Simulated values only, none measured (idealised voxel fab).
process module | voxel gate over fins
Section shown: cut. Width: 230 nm. Cell size: 5 nm, square.
Just so we're on the same page, the cross-sections are grids of square cells, and they're listed out in bands top to bottom, each band one or more rows deep. The entry gives the band's vertical extent as a top height and a bottom height in nm, then its horizontal make-up as materials from left to right, each with a width in nm. "air" stands for empty space; a single material marked "full width" fills the band edge to edge. Heights are reckoned from 0. Under this level, the received wafer is all of one material. The bottommost band is open-ended downward, for example "0 nm and below". Quick explanation for "30 to 40": the width changes in equal steps down the rows of cells, from the first number in the band's top row to the second number in its bottom row. Step note "all unchanged" = no cross-section cell changed. Basically, "Closed void inventory" tells you about the enclosed voids: empty spaces with no open way to the top, 8 cells or bigger, each written width x height at distance, where distance is from the left edge, all in nm. Anything after a step's settings on that line? It's the simulator's own note about the step. Regarding "overlay nm": on a step with a mask, it is the distance the mask lay to the right of its planned place; a negative value places it to the left.
**Planned step list for the process**
1: RECEIVE, material Si
2: CONFORMAL_DEP, material SiN, thk nm 10
3: MASKED_ETCH, tone cover, mask id FINS, width nm 15, pitch nm 50, etch materials SiN, depth nm 10, overlay nm 0
4: MASKED_ETCH, tone cover, mask id FINS, width nm 15, pitch nm 50, etch materials Si, depth nm 35, overlay nm 0
5: FILL_DEP, material SiO2, thk nm 5
6: CMP, height nm 10
7: MASKED_ETCH, tone open, mask id RAIL, width nm 15, etch materials SiO2, depth nm 40, overlay nm 0
8: CONFORMAL_DEP, material TiN, thk nm 5
9: FILL_DEP, material Ru, thk nm 10
10: CMP, height nm 10
11: SELECTIVE_ETCH, etch materials W Ru TiN, depth nm 35
12: FILL_DEP, material SiO2, thk nm 5
13: CMP, height nm 10
14: SELECTIVE_ETCH, etch materials SiO2, depth nm 25
15: STRIP, etch materials SiN
16: CONFORMAL_DEP, material HfO2, thk nm 5
17: CONFORMAL_DEP, material TiN, thk nm 5
18: CONFORMAL_DEP, material TiAl, thk nm 5
19: CONFORMAL_DEP, material TiN, thk nm 5
20: FILL_DEP, material W, thk nm 10
21: CMP, height nm 25
22: CONFORMAL_DEP, material SiCN, thk nm 5
The wafers are alike at the start. At step 7, their width nm differs. The plan lists the first wafer's value.
**Cross-section: the first of several wafers in its as-received state, i.e. following step 1**
- 0 nm and below | Si full width
- Closed void inventory: none
**Below is a per-wafer table. In it, each row describes the wafer at the end of the module by giving, for each material, the number of cells gained (+) or lost (-) since the wafer was received, and after that the closed voids of the wafer**
width nm 15; +58 HfO2; -280 Si; +46 SiCN; +157 SiO2; +58 TiAl; +116 TiN; +121 W; Closed void inventory: none
width nm 20; +58 HfO2; -280 Si; +46 SiCN; +156 SiO2; +58 TiAl; +117 TiN; +121 W; Closed void inventory: none
width nm 25; +58 HfO2; -280 Si; +46 SiCN; +155 SiO2; +58 TiAl; +118 TiN; +121 W; Closed void inventory: none
width nm 30; +58 HfO2; -280 Si; +46 SiCN; +154 SiO2; +58 TiAl; +119 TiN; +121 W; Closed void inventory: none
